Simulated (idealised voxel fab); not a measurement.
process module | voxel wiring stack
cross-section cut | 230 nm wide | cells 5 nm
A cross-section is a grid of square cells, given in bands from the top down. A band is one or more rows of cells.
Each band's line starts with the height of the band's top and of its bottom, in nm. Then come its materials from left to right, each with its width in nm. One material with "throughout" fills the band from edge to edge. "air" is empty space.
Height 0 is the level under which the wafer as received is all one material. The lowest band goes on downwards, as in "0 down".
A width such as "30 to 40" changes by the same amount from each row of cells to the next, from the band's top row to its bottom row.
"no change" after a step means that no cell of the cross-section changed.
closed voids: empty space of 8 cells or more with no open way to the top, each as width x height at its distance from the left edge, in nm
after a step's settings: what the simulator itself notes on the step
overlay nm, on a step with a mask: how far to the right of its planned place the mask lay; to the left if negative
plan
1 op RECEIVE | material Si
2 op CONFORMAL_DEP | material SiO2 | thk nm 10
3 op CONFORMAL_DEP | material SiCN | thk nm 5
4 op DIRECTIONAL_DEP | material lowk | thk nm 25
5 op DIRECTIONAL_DEP | material aC | thk nm 10
6 op PATTERN | tone open | mask id METAL_1 | material resist | width nm 30 | pitch nm 45 | thk nm 25 | overlay nm 0
7 op DIRECTIONAL_ETCH | etch materials aC | depth nm 10
8 op STRIP | etch materials resist
9 op DIRECTIONAL_ETCH | etch materials lowk | depth nm 25
10 op DIRECTIONAL_ETCH | etch materials SiCN | depth nm 5
11 op STRIP | etch materials aC
12 op CONFORMAL_DEP | material TiN | thk nm 5
13 op FILL_DEP | material Cu | thk nm 5
14 op CMP | height nm 40
15 op CONFORMAL_DEP | material SiCN | thk nm 5
16 op DIRECTIONAL_DEP | material SiO2 | thk nm 30
17 op MASKED_ETCH | tone open | mask id METAL_2 | width nm 30 | pitch nm 45 | etch materials SiO2 | depth nm 20 | overlay nm 0
18 op DIRECTIONAL_DEP | material aC | thk nm 15
19 op PATTERN | tone open | mask id METAL_2_HOLES | material resist | width nm 15 | pitch nm 45 | thk nm 30 | overlay nm 0
20 op DIRECTIONAL_ETCH | etch materials aC | depth nm 15
21 op STRIP | etch materials resist
22 op DIRECTIONAL_ETCH | etch materials SiO2 | depth nm 10
23 op DIRECTIONAL_ETCH | etch materials SiCN | depth nm 5
24 op STRIP | etch materials aC
25 op CONFORMAL_DEP | material TiN | thk nm 5
26 op FILL_DEP | material Cu | thk nm 10
27 op CMP | height nm 75
28 op CONFORMAL_DEP | material SiCN | thk nm 5
29 op DIRECTIONAL_DEP | material lowk | thk nm 30
30 op MASKED_ETCH | tone open | mask id METAL_3 | width nm 30 | pitch nm 45 | etch materials lowk | depth nm 20 | overlay nm 0
31 op DIRECTIONAL_DEP | material aC | thk nm 15
32 op PATTERN | tone open | mask id METAL_3_HOLES | material resist | width nm 15 | pitch nm 45 | thk nm 30 | overlay nm 0
33 op DIRECTIONAL_ETCH | etch materials aC | depth nm 15
34 op STRIP | etch materials resist
35 op DIRECTIONAL_ETCH | etch materials lowk | depth nm 10
36 op DIRECTIONAL_ETCH | etch materials SiCN | depth nm 5
37 op STRIP | etch materials aC
38 op CONFORMAL_DEP | material TiN | thk nm 5
39 op FILL_DEP | material Ru | thk nm 5
40 op CMP | height nm 110
41 op CONFORMAL_DEP | material SiCN | thk nm 5
first wafer, as planned
as received, after step 1
  0 down: Si throughout
  closed voids: none
after step 2
  10 to 0: SiO2 throughout
  below 0: unchanged
after step 3
  15 to 10: SiCN throughout
  below 10: unchanged
after step 4
  40 to 15: lowk throughout
  below 15: unchanged
after step 5
  50 to 40: aC throughout
  below 40: unchanged
after step 6
  75 to 50: resist 30 | air 30 | resist 15 | air 30 | resist 15 | air 30 | resist 15 | air 30 | resist 35
  below 50: unchanged
after step 7
  65 to 50: resist 30 | air 30 | resist 15 | air 30 | resist 15 | air 30 | resist 15 | air 30 | resist 35
  50 to 40: aC 30 | air 30 | aC 15 | air 30 | aC 15 | air 30 | aC 15 | air 30 | aC 35
  below 40: unchanged
after step 8
  50 to 40: aC 30 | air 30 | aC 15 | air 30 | aC 15 | air 30 | aC 15 | air 30 | aC 35
  below 40: unchanged
after step 9
  50 to 40: aC 30 | air 30 | aC 15 | air 30 | aC 15 | air 30 | aC 15 | air 30 | aC 35
  40 to 15: lowk 30 | air 30 | lowk 15 | air 30 | lowk 15 | air 30 | lowk 15 | air 30 | lowk 35
  below 15: unchanged
after step 10
  50 to 40: aC 30 | air 30 | aC 15 | air 30 | aC 15 | air 30 | aC 15 | air 30 | aC 35
  40 to 15: lowk 30 | air 30 | lowk 15 | air 30 | lowk 15 | air 30 | lowk 15 | air 30 | lowk 35
  15 to 10: SiCN 30 | air 30 | SiCN 15 | air 30 | SiCN 15 | air 30 | SiCN 15 | air 30 | SiCN 35
  below 10: unchanged
after step 11
  40 to 15: lowk 30 | air 30 | lowk 15 | air 30 | lowk 15 | air 30 | lowk 15 | air 30 | lowk 35
  below 15: unchanged
after step 12
  45 to 40: TiN 35 | air 20 | TiN 25 | air 20 | TiN 25 | air 20 | TiN 25 | air 20 | TiN 40
  40 to 15: lowk 30 | TiN 5 | air 20 | TiN 5 | lowk 15 | TiN 5 | air 20 | TiN 5 | lowk 15 | TiN 5 | air 20 | TiN 5 | lowk 15 | TiN 5 | air 20 | TiN 5 | lowk 35
  15 to 10: SiCN 30 | TiN 30 | SiCN 15 | TiN 30 | SiCN 15 | TiN 30 | SiCN 15 | TiN 30 | SiCN 35
  below 10: unchanged
after step 13
  50 to 45: Cu throughout
  45 to 40: TiN 35 | Cu 20 | TiN 25 | Cu 20 | TiN 25 | Cu 20 | TiN 25 | Cu 20 | TiN 40
  40 to 15: lowk 30 | TiN 5 | Cu 20 | TiN 5 | lowk 15 | TiN 5 | Cu 20 | TiN 5 | lowk 15 | TiN 5 | Cu 20 | TiN 5 | lowk 15 | TiN 5 | Cu 20 | TiN 5 | lowk 35
  below 15: unchanged
after step 14
  40 to 15: lowk 30 | TiN 5 | Cu 20 | TiN 5 | lowk 15 | TiN 5 | Cu 20 | TiN 5 | lowk 15 | TiN 5 | Cu 20 | TiN 5 | lowk 15 | TiN 5 | Cu 20 | TiN 5 | lowk 35
  below 15: unchanged
after step 15
  45 to 40: SiCN throughout
  below 40: unchanged
after step 16
  75 to 45: SiO2 throughout
  below 45: unchanged
after step 17
  75 to 55: SiO2 30 | air 30 | SiO2 15 | air 30 | SiO2 15 | air 30 | SiO2 15 | air 30 | SiO2 35
  below 55: unchanged
after step 18
  90 to 75: aC 30 | air 30 | aC 15 | air 30 | aC 15 | air 30 | aC 15 | air 30 | aC 35
  75 to 70: SiO2 30 | air 30 | SiO2 15 | air 30 | SiO2 15 | air 30 | SiO2 15 | air 30 | SiO2 35
  70 to 55: SiO2 30 | aC 30 | SiO2 15 | aC 30 | SiO2 15 | aC 30 | SiO2 15 | aC 30 | SiO2 35
  below 55: unchanged
after step 19
  120 to 90: resist 30 | air 15 | resist 30 | air 15 | resist 30 | air 15 | resist 30 | air 15 | resist 50
  90 to 75: aC 30 | air 15 | resist 15 | aC 15 | air 15 | resist 15 | aC 15 | air 15 | resist 15 | aC 15 | air 15 | resist 15 | aC 35
  75 to 70: SiO2 30 | air 15 | resist 15 | SiO2 15 | air 15 | resist 15 | SiO2 15 | air 15 | resist 15 | SiO2 15 | air 15 | resist 15 | SiO2 35
  below 70: unchanged
after step 20
  105 to 90: resist 30 | air 15 | resist 30 | air 15 | resist 30 | air 15 | resist 30 | air 15 | resist 50
  90 to 75: aC 30 | air 15 | resist 15 | aC 15 | air 15 | resist 15 | aC 15 | air 15 | resist 15 | aC 15 | air 15 | resist 15 | aC 35
  75 to 70: SiO2 30 | air 15 | resist 15 | SiO2 15 | air 15 | resist 15 | SiO2 15 | air 15 | resist 15 | SiO2 15 | air 15 | resist 15 | SiO2 35
  70 to 55: SiO2 30 | air 15 | aC 15 | SiO2 15 | air 15 | aC 15 | SiO2 15 | air 15 | aC 15 | SiO2 15 | air 15 | aC 15 | SiO2 35
  below 55: unchanged
after step 21
  90 to 75: aC 30 | air 30 | aC 15 | air 30 | aC 15 | air 30 | aC 15 | air 30 | aC 35
  75 to 70: SiO2 30 | air 30 | SiO2 15 | air 30 | SiO2 15 | air 30 | SiO2 15 | air 30 | SiO2 35
  below 70: unchanged
after step 22
  90 to 75: aC 30 | air 30 | aC 15 | air 30 | aC 15 | air 30 | aC 15 | air 30 | aC 35
  75 to 70: SiO2 30 | air 30 | SiO2 15 | air 30 | SiO2 15 | air 30 | SiO2 15 | air 30 | SiO2 35
  70 to 55: SiO2 30 | air 15 | aC 15 | SiO2 15 | air 15 | aC 15 | SiO2 15 | air 15 | aC 15 | SiO2 15 | air 15 | aC 15 | SiO2 35
  55 to 45: SiO2 30 | air 15 | SiO2 30 | air 15 | SiO2 30 | air 15 | SiO2 30 | air 15 | SiO2 50
  below 45: unchanged
after step 23
  90 to 75: aC 30 | air 30 | aC 15 | air 30 | aC 15 | air 30 | aC 15 | air 30 | aC 35
  75 to 70: SiO2 30 | air 30 | SiO2 15 | air 30 | SiO2 15 | air 30 | SiO2 15 | air 30 | SiO2 35
  70 to 55: SiO2 30 | air 15 | aC 15 | SiO2 15 | air 15 | aC 15 | SiO2 15 | air 15 | aC 15 | SiO2 15 | air 15 | aC 15 | SiO2 35
  55 to 45: SiO2 30 | air 15 | SiO2 30 | air 15 | SiO2 30 | air 15 | SiO2 30 | air 15 | SiO2 50
  45 to 40: SiCN 30 | air 15 | SiCN 30 | air 15 | SiCN 30 | air 15 | SiCN 30 | air 15 | SiCN 50
  below 40: unchanged
after step 24
  75 to 55: SiO2 30 | air 30 | SiO2 15 | air 30 | SiO2 15 | air 30 | SiO2 15 | air 30 | SiO2 35
  below 55: unchanged
after step 25
  80 to 75: TiN 35 | air 20 | TiN 25 | air 20 | TiN 25 | air 20 | TiN 25 | air 20 | TiN 40
  75 to 60: SiO2 30 | TiN 5 | air 20 | TiN 5 | SiO2 15 | TiN 5 | air 20 | TiN 5 | SiO2 15 | TiN 5 | air 20 | TiN 5 | SiO2 15 | TiN 5 | air 20 | TiN 5 | SiO2 35
  60 to 55: SiO2 30 | TiN 5 | air 5 | TiN 20 | SiO2 15 | TiN 5 | air 5 | TiN 20 | SiO2 15 | TiN 5 | air 5 | TiN 20 | SiO2 15 | TiN 5 | air 5 | TiN 20 | SiO2 35
  55 to 45: SiO2 30 | TiN 5 | air 5 | TiN 5 | SiO2 30 | TiN 5 | air 5 | TiN 5 | SiO2 30 | TiN 5 | air 5 | TiN 5 | SiO2 30 | TiN 5 | air 5 | TiN 5 | SiO2 50
  45 to 40: SiCN 30 | TiN 15 | SiCN 30 | TiN 15 | SiCN 30 | TiN 15 | SiCN 30 | TiN 15 | SiCN 50
  below 40: unchanged
after step 26
  90 to 80: Cu throughout
  80 to 75: TiN 35 | Cu 20 | TiN 25 | Cu 20 | TiN 25 | Cu 20 | TiN 25 | Cu 20 | TiN 40
  75 to 60: SiO2 30 | TiN 5 | Cu 20 | TiN 5 | SiO2 15 | TiN 5 | Cu 20 | TiN 5 | SiO2 15 | TiN 5 | Cu 20 | TiN 5 | SiO2 15 | TiN 5 | Cu 20 | TiN 5 | SiO2 35
  60 to 55: SiO2 30 | TiN 5 | Cu 5 | TiN 20 | SiO2 15 | TiN 5 | Cu 5 | TiN 20 | SiO2 15 | TiN 5 | Cu 5 | TiN 20 | SiO2 15 | TiN 5 | Cu 5 | TiN 20 | SiO2 35
  55 to 45: SiO2 30 | TiN 5 | Cu 5 | TiN 5 | SiO2 30 | TiN 5 | Cu 5 | TiN 5 | SiO2 30 | TiN 5 | Cu 5 | TiN 5 | SiO2 30 | TiN 5 | Cu 5 | TiN 5 | SiO2 50
  below 45: unchanged
after step 27
  75 to 60: SiO2 30 | TiN 5 | Cu 20 | TiN 5 | SiO2 15 | TiN 5 | Cu 20 | TiN 5 | SiO2 15 | TiN 5 | Cu 20 | TiN 5 | SiO2 15 | TiN 5 | Cu 20 | TiN 5 | SiO2 35
  below 60: unchanged
after step 28
  80 to 75: SiCN throughout
  below 75: unchanged
after step 29
  110 to 80: lowk throughout
  below 80: unchanged
after step 30
  110 to 90: lowk 30 | air 30 | lowk 15 | air 30 | lowk 15 | air 30 | lowk 15 | air 30 | lowk 35
  below 90: unchanged
after step 31
  125 to 110: aC 30 | air 30 | aC 15 | air 30 | aC 15 | air 30 | aC 15 | air 30 | aC 35
  110 to 105: lowk 30 | air 30 | lowk 15 | air 30 | lowk 15 | air 30 | lowk 15 | air 30 | lowk 35
  105 to 90: lowk 30 | aC 30 | lowk 15 | aC 30 | lowk 15 | aC 30 | lowk 15 | aC 30 | lowk 35
  below 90: unchanged
after step 32
  155 to 125: resist 30 | air 15 | resist 30 | air 15 | resist 30 | air 15 | resist 30 | air 15 | resist 50
  125 to 110: aC 30 | air 15 | resist 15 | aC 15 | air 15 | resist 15 | aC 15 | air 15 | resist 15 | aC 15 | air 15 | resist 15 | aC 35
  110 to 105: lowk 30 | air 15 | resist 15 | lowk 15 | air 15 | resist 15 | lowk 15 | air 15 | resist 15 | lowk 15 | air 15 | resist 15 | lowk 35
  below 105: unchanged
after step 33
  140 to 125: resist 30 | air 15 | resist 30 | air 15 | resist 30 | air 15 | resist 30 | air 15 | resist 50
  125 to 110: aC 30 | air 15 | resist 15 | aC 15 | air 15 | resist 15 | aC 15 | air 15 | resist 15 | aC 15 | air 15 | resist 15 | aC 35
  110 to 105: lowk 30 | air 15 | resist 15 | lowk 15 | air 15 | resist 15 | lowk 15 | air 15 | resist 15 | lowk 15 | air 15 | resist 15 | lowk 35
  105 to 90: lowk 30 | air 15 | aC 15 | lowk 15 | air 15 | aC 15 | lowk 15 | air 15 | aC 15 | lowk 15 | air 15 | aC 15 | lowk 35
  below 90: unchanged
after step 34
  125 to 110: aC 30 | air 30 | aC 15 | air 30 | aC 15 | air 30 | aC 15 | air 30 | aC 35
  110 to 105: lowk 30 | air 30 | lowk 15 | air 30 | lowk 15 | air 30 | lowk 15 | air 30 | lowk 35
  below 105: unchanged
after step 35
  125 to 110: aC 30 | air 30 | aC 15 | air 30 | aC 15 | air 30 | aC 15 | air 30 | aC 35
  110 to 105: lowk 30 | air 30 | lowk 15 | air 30 | lowk 15 | air 30 | lowk 15 | air 30 | lowk 35
  105 to 90: lowk 30 | air 15 | aC 15 | lowk 15 | air 15 | aC 15 | lowk 15 | air 15 | aC 15 | lowk 15 | air 15 | aC 15 | lowk 35
  90 to 80: lowk 30 | air 15 | lowk 30 | air 15 | lowk 30 | air 15 | lowk 30 | air 15 | lowk 50
  below 80: unchanged
after step 36
  125 to 110: aC 30 | air 30 | aC 15 | air 30 | aC 15 | air 30 | aC 15 | air 30 | aC 35
  110 to 105: lowk 30 | air 30 | lowk 15 | air 30 | lowk 15 | air 30 | lowk 15 | air 30 | lowk 35
  105 to 90: lowk 30 | air 15 | aC 15 | lowk 15 | air 15 | aC 15 | lowk 15 | air 15 | aC 15 | lowk 15 | air 15 | aC 15 | lowk 35
  90 to 80: lowk 30 | air 15 | lowk 30 | air 15 | lowk 30 | air 15 | lowk 30 | air 15 | lowk 50
  80 to 75: SiCN 30 | air 15 | SiCN 30 | air 15 | SiCN 30 | air 15 | SiCN 30 | air 15 | SiCN 50
  below 75: unchanged
after step 37
  110 to 90: lowk 30 | air 30 | lowk 15 | air 30 | lowk 15 | air 30 | lowk 15 | air 30 | lowk 35
  below 90: unchanged
after step 38
  115 to 110: TiN 35 | air 20 | TiN 25 | air 20 | TiN 25 | air 20 | TiN 25 | air 20 | TiN 40
  110 to 95: lowk 30 | TiN 5 | air 20 | TiN 5 | lowk 15 | TiN 5 | air 20 | TiN 5 | lowk 15 | TiN 5 | air 20 | TiN 5 | lowk 15 | TiN 5 | air 20 | TiN 5 | lowk 35
  95 to 90: lowk 30 | TiN 5 | air 5 | TiN 20 | lowk 15 | TiN 5 | air 5 | TiN 20 | lowk 15 | TiN 5 | air 5 | TiN 20 | lowk 15 | TiN 5 | air 5 | TiN 20 | lowk 35
  90 to 80: lowk 30 | TiN 5 | air 5 | TiN 5 | lowk 30 | TiN 5 | air 5 | TiN 5 | lowk 30 | TiN 5 | air 5 | TiN 5 | lowk 30 | TiN 5 | air 5 | TiN 5 | lowk 50
  80 to 75: SiCN 30 | TiN 15 | SiCN 30 | TiN 15 | SiCN 30 | TiN 15 | SiCN 30 | TiN 15 | SiCN 50
  below 75: unchanged
after step 39
  120 to 115: Ru throughout
  115 to 110: TiN 35 | Ru 20 | TiN 25 | Ru 20 | TiN 25 | Ru 20 | TiN 25 | Ru 20 | TiN 40
  110 to 95: lowk 30 | TiN 5 | Ru 20 | TiN 5 | lowk 15 | TiN 5 | Ru 20 | TiN 5 | lowk 15 | TiN 5 | Ru 20 | TiN 5 | lowk 15 | TiN 5 | Ru 20 | TiN 5 | lowk 35
  95 to 90: lowk 30 | TiN 5 | Ru 5 | TiN 20 | lowk 15 | TiN 5 | Ru 5 | TiN 20 | lowk 15 | TiN 5 | Ru 5 | TiN 20 | lowk 15 | TiN 5 | Ru 5 | TiN 20 | lowk 35
  90 to 80: lowk 30 | TiN 5 | Ru 5 | TiN 5 | lowk 30 | TiN 5 | Ru 5 | TiN 5 | lowk 30 | TiN 5 | Ru 5 | TiN 5 | lowk 30 | TiN 5 | Ru 5 | TiN 5 | lowk 50
  below 80: unchanged
after step 40
  110 to 95: lowk 30 | TiN 5 | Ru 20 | TiN 5 | lowk 15 | TiN 5 | Ru 20 | TiN 5 | lowk 15 | TiN 5 | Ru 20 | TiN 5 | lowk 15 | TiN 5 | Ru 20 | TiN 5 | lowk 35
  below 95: unchanged
after step 41
  115 to 110: SiCN throughout
  below 110: unchanged
second wafer: like start, like plan, one mistake. Through step 18 it matches the first wafer
when step 19 should have ended
  120 to 90: resist 35 | air 15 | resist 30 | air 15 | resist 30 | air 15 | resist 30 | air 15 | resist 45
  90 to 75: aC 30 | resist 5 | air 15 | resist 10 | aC 15 | resist 5 | air 15 | resist 10 | aC 15 | resist 5 | air 15 | resist 10 | aC 15 | resist 5 | air 15 | resist 10 | aC 35
  75 to 70: SiO2 30 | resist 5 | air 15 | resist 10 | SiO2 15 | resist 5 | air 15 | resist 10 | SiO2 15 | resist 5 | air 15 | resist 10 | SiO2 15 | resist 5 | air 15 | resist 10 | SiO2 35
  below 70: unchanged
when step 20 should have ended
  105 to 90: resist 35 | air 15 | resist 30 | air 15 | resist 30 | air 15 | resist 30 | air 15 | resist 45
  90 to 75: aC 30 | resist 5 | air 15 | resist 10 | aC 15 | resist 5 | air 15 | resist 10 | aC 15 | resist 5 | air 15 | resist 10 | aC 15 | resist 5 | air 15 | resist 10 | aC 35
  75 to 70: SiO2 30 | resist 5 | air 15 | resist 10 | SiO2 15 | resist 5 | air 15 | resist 10 | SiO2 15 | resist 5 | air 15 | resist 10 | SiO2 15 | resist 5 | air 15 | resist 10 | SiO2 35
  70 to 55: SiO2 30 | aC 5 | air 15 | aC 10 | SiO2 15 | aC 5 | air 15 | aC 10 | SiO2 15 | aC 5 | air 15 | aC 10 | SiO2 15 | aC 5 | air 15 | aC 10 | SiO2 35
  below 55: unchanged
when step 21 should have ended
  90 to 75: aC 30 | air 30 | aC 15 | air 30 | aC 15 | air 30 | aC 15 | air 30 | aC 35
  75 to 70: SiO2 30 | air 30 | SiO2 15 | air 30 | SiO2 15 | air 30 | SiO2 15 | air 30 | SiO2 35
  below 70: unchanged
when step 22 should have ended
  90 to 75: aC 30 | air 30 | aC 15 | air 30 | aC 15 | air 30 | aC 15 | air 30 | aC 35
  75 to 70: SiO2 30 | air 30 | SiO2 15 | air 30 | SiO2 15 | air 30 | SiO2 15 | air 30 | SiO2 35
  70 to 55: SiO2 30 | aC 5 | air 15 | aC 10 | SiO2 15 | aC 5 | air 15 | aC 10 | SiO2 15 | aC 5 | air 15 | aC 10 | SiO2 15 | aC 5 | air 15 | aC 10 | SiO2 35
  55 to 45: SiO2 35 | air 15 | SiO2 30 | air 15 | SiO2 30 | air 15 | SiO2 30 | air 15 | SiO2 45
  below 45: unchanged
when step 23 should have ended
  90 to 75: aC 30 | air 30 | aC 15 | air 30 | aC 15 | air 30 | aC 15 | air 30 | aC 35
  75 to 70: SiO2 30 | air 30 | SiO2 15 | air 30 | SiO2 15 | air 30 | SiO2 15 | air 30 | SiO2 35
  70 to 55: SiO2 30 | aC 5 | air 15 | aC 10 | SiO2 15 | aC 5 | air 15 | aC 10 | SiO2 15 | aC 5 | air 15 | aC 10 | SiO2 15 | aC 5 | air 15 | aC 10 | SiO2 35
  55 to 45: SiO2 35 | air 15 | SiO2 30 | air 15 | SiO2 30 | air 15 | SiO2 30 | air 15 | SiO2 45
  45 to 40: SiCN 35 | air 15 | SiCN 30 | air 15 | SiCN 30 | air 15 | SiCN 30 | air 15 | SiCN 45
  below 40: unchanged
when step 24 should have ended
  75 to 55: SiO2 30 | air 30 | SiO2 15 | air 30 | SiO2 15 | air 30 | SiO2 15 | air 30 | SiO2 35
  below 55: unchanged
when step 25 should have ended
  80 to 75: TiN 35 | air 20 | TiN 25 | air 20 | TiN 25 | air 20 | TiN 25 | air 20 | TiN 40
  75 to 60: SiO2 30 | TiN 5 | air 20 | TiN 5 | SiO2 15 | TiN 5 | air 20 | TiN 5 | SiO2 15 | TiN 5 | air 20 | TiN 5 | SiO2 15 | TiN 5 | air 20 | TiN 5 | SiO2 35
  60 to 55: SiO2 30 | TiN 10 | air 5 | TiN 15 | SiO2 15 | TiN 10 | air 5 | TiN 15 | SiO2 15 | TiN 10 | air 5 | TiN 15 | SiO2 15 | TiN 10 | air 5 | TiN 15 | SiO2 35
  55 to 45: SiO2 35 | TiN 5 | air 5 | TiN 5 | SiO2 30 | TiN 5 | air 5 | TiN 5 | SiO2 30 | TiN 5 | air 5 | TiN 5 | SiO2 30 | TiN 5 | air 5 | TiN 5 | SiO2 45
  45 to 40: SiCN 35 | TiN 15 | SiCN 30 | TiN 15 | SiCN 30 | TiN 15 | SiCN 30 | TiN 15 | SiCN 45
  below 40: unchanged
when step 26 should have ended
  90 to 80: Cu throughout
  80 to 75: TiN 35 | Cu 20 | TiN 25 | Cu 20 | TiN 25 | Cu 20 | TiN 25 | Cu 20 | TiN 40
  75 to 60: SiO2 30 | TiN 5 | Cu 20 | TiN 5 | SiO2 15 | TiN 5 | Cu 20 | TiN 5 | SiO2 15 | TiN 5 | Cu 20 | TiN 5 | SiO2 15 | TiN 5 | Cu 20 | TiN 5 | SiO2 35
  60 to 55: SiO2 30 | TiN 10 | Cu 5 | TiN 15 | SiO2 15 | TiN 10 | Cu 5 | TiN 15 | SiO2 15 | TiN 10 | Cu 5 | TiN 15 | SiO2 15 | TiN 10 | Cu 5 | TiN 15 | SiO2 35
  55 to 45: SiO2 35 | TiN 5 | Cu 5 | TiN 5 | SiO2 30 | TiN 5 | Cu 5 | TiN 5 | SiO2 30 | TiN 5 | Cu 5 | TiN 5 | SiO2 30 | TiN 5 | Cu 5 | TiN 5 | SiO2 45
  below 45: unchanged
when step 27 should have ended
  75 to 60: SiO2 30 | TiN 5 | Cu 20 | TiN 5 | SiO2 15 | TiN 5 | Cu 20 | TiN 5 | SiO2 15 | TiN 5 | Cu 20 | TiN 5 | SiO2 15 | TiN 5 | Cu 20 | TiN 5 | SiO2 35
  below 60: unchanged
when step 28 should have ended
  80 to 75: SiCN throughout
  below 75: unchanged
when step 29 should have ended
  110 to 80: lowk throughout
  below 80: unchanged
when step 30 should have ended
  110 to 90: lowk 30 | air 30 | lowk 15 | air 30 | lowk 15 | air 30 | lowk 15 | air 30 | lowk 35
  below 90: unchanged
when step 31 should have ended
  125 to 110: aC 30 | air 30 | aC 15 | air 30 | aC 15 | air 30 | aC 15 | air 30 | aC 35
  110 to 105: lowk 30 | air 30 | lowk 15 | air 30 | lowk 15 | air 30 | lowk 15 | air 30 | lowk 35
  105 to 90: lowk 30 | aC 30 | lowk 15 | aC 30 | lowk 15 | aC 30 | lowk 15 | aC 30 | lowk 35
  below 90: unchanged
when step 32 should have ended
  155 to 125: resist 30 | air 15 | resist 30 | air 15 | resist 30 | air 15 | resist 30 | air 15 | resist 50
  125 to 110: aC 30 | air 15 | resist 15 | aC 15 | air 15 | resist 15 | aC 15 | air 15 | resist 15 | aC 15 | air 15 | resist 15 | aC 35
  110 to 105: lowk 30 | air 15 | resist 15 | lowk 15 | air 15 | resist 15 | lowk 15 | air 15 | resist 15 | lowk 15 | air 15 | resist 15 | lowk 35
  below 105: unchanged
when step 33 should have ended
  140 to 125: resist 30 | air 15 | resist 30 | air 15 | resist 30 | air 15 | resist 30 | air 15 | resist 50
  125 to 110: aC 30 | air 15 | resist 15 | aC 15 | air 15 | resist 15 | aC 15 | air 15 | resist 15 | aC 15 | air 15 | resist 15 | aC 35
  110 to 105: lowk 30 | air 15 | resist 15 | lowk 15 | air 15 | resist 15 | lowk 15 | air 15 | resist 15 | lowk 15 | air 15 | resist 15 | lowk 35
  105 to 90: lowk 30 | air 15 | aC 15 | lowk 15 | air 15 | aC 15 | lowk 15 | air 15 | aC 15 | lowk 15 | air 15 | aC 15 | lowk 35
  below 90: unchanged
when step 34 should have ended
  125 to 110: aC 30 | air 30 | aC 15 | air 30 | aC 15 | air 30 | aC 15 | air 30 | aC 35
  110 to 105: lowk 30 | air 30 | lowk 15 | air 30 | lowk 15 | air 30 | lowk 15 | air 30 | lowk 35
  below 105: unchanged
when step 35 should have ended
  125 to 110: aC 30 | air 30 | aC 15 | air 30 | aC 15 | air 30 | aC 15 | air 30 | aC 35
  110 to 105: lowk 30 | air 30 | lowk 15 | air 30 | lowk 15 | air 30 | lowk 15 | air 30 | lowk 35
  105 to 90: lowk 30 | air 15 | aC 15 | lowk 15 | air 15 | aC 15 | lowk 15 | air 15 | aC 15 | lowk 15 | air 15 | aC 15 | lowk 35
  90 to 80: lowk 30 | air 15 | lowk 30 | air 15 | lowk 30 | air 15 | lowk 30 | air 15 | lowk 50
  below 80: unchanged
when step 36 should have ended
  125 to 110: aC 30 | air 30 | aC 15 | air 30 | aC 15 | air 30 | aC 15 | air 30 | aC 35
  110 to 105: lowk 30 | air 30 | lowk 15 | air 30 | lowk 15 | air 30 | lowk 15 | air 30 | lowk 35
  105 to 90: lowk 30 | air 15 | aC 15 | lowk 15 | air 15 | aC 15 | lowk 15 | air 15 | aC 15 | lowk 15 | air 15 | aC 15 | lowk 35
  90 to 80: lowk 30 | air 15 | lowk 30 | air 15 | lowk 30 | air 15 | lowk 30 | air 15 | lowk 50
  80 to 75: SiCN 30 | air 15 | SiCN 30 | air 15 | SiCN 30 | air 15 | SiCN 30 | air 15 | SiCN 50
  below 75: unchanged
when step 37 should have ended
  110 to 90: lowk 30 | air 30 | lowk 15 | air 30 | lowk 15 | air 30 | lowk 15 | air 30 | lowk 35
  below 90: unchanged
when step 38 should have ended
  115 to 110: TiN 35 | air 20 | TiN 25 | air 20 | TiN 25 | air 20 | TiN 25 | air 20 | TiN 40
  110 to 95: lowk 30 | TiN 5 | air 20 | TiN 5 | lowk 15 | TiN 5 | air 20 | TiN 5 | lowk 15 | TiN 5 | air 20 | TiN 5 | lowk 15 | TiN 5 | air 20 | TiN 5 | lowk 35
  95 to 90: lowk 30 | TiN 5 | air 5 | TiN 20 | lowk 15 | TiN 5 | air 5 | TiN 20 | lowk 15 | TiN 5 | air 5 | TiN 20 | lowk 15 | TiN 5 | air 5 | TiN 20 | lowk 35
  90 to 80: lowk 30 | TiN 5 | air 5 | TiN 5 | lowk 30 | TiN 5 | air 5 | TiN 5 | lowk 30 | TiN 5 | air 5 | TiN 5 | lowk 30 | TiN 5 | air 5 | TiN 5 | lowk 50
  80 to 75: SiCN 30 | TiN 15 | SiCN 30 | TiN 15 | SiCN 30 | TiN 15 | SiCN 30 | TiN 15 | SiCN 50
  below 75: unchanged
when step 39 should have ended
  120 to 115: Ru throughout
  115 to 110: TiN 35 | Ru 20 | TiN 25 | Ru 20 | TiN 25 | Ru 20 | TiN 25 | Ru 20 | TiN 40
  110 to 95: lowk 30 | TiN 5 | Ru 20 | TiN 5 | lowk 15 | TiN 5 | Ru 20 | TiN 5 | lowk 15 | TiN 5 | Ru 20 | TiN 5 | lowk 15 | TiN 5 | Ru 20 | TiN 5 | lowk 35
  95 to 90: lowk 30 | TiN 5 | Ru 5 | TiN 20 | lowk 15 | TiN 5 | Ru 5 | TiN 20 | lowk 15 | TiN 5 | Ru 5 | TiN 20 | lowk 15 | TiN 5 | Ru 5 | TiN 20 | lowk 35
  90 to 80: lowk 30 | TiN 5 | Ru 5 | TiN 5 | lowk 30 | TiN 5 | Ru 5 | TiN 5 | lowk 30 | TiN 5 | Ru 5 | TiN 5 | lowk 30 | TiN 5 | Ru 5 | TiN 5 | lowk 50
  below 80: unchanged
when step 40 should have ended
  110 to 95: lowk 30 | TiN 5 | Ru 20 | TiN 5 | lowk 15 | TiN 5 | Ru 20 | TiN 5 | lowk 15 | TiN 5 | Ru 20 | TiN 5 | lowk 15 | TiN 5 | Ru 20 | TiN 5 | lowk 35
  below 95: unchanged
when step 41 should have ended
  115 to 110: SiCN throughout
  below 110: unchanged
what went wrong: step 19 ran as: op PATTERN | tone open | mask id METAL_2_HOLES | material resist | width nm 15 | pitch nm 45 | thk nm 30 | overlay nm 5
at the end the second wafer has, in cells: as many of each material as the first, in other places
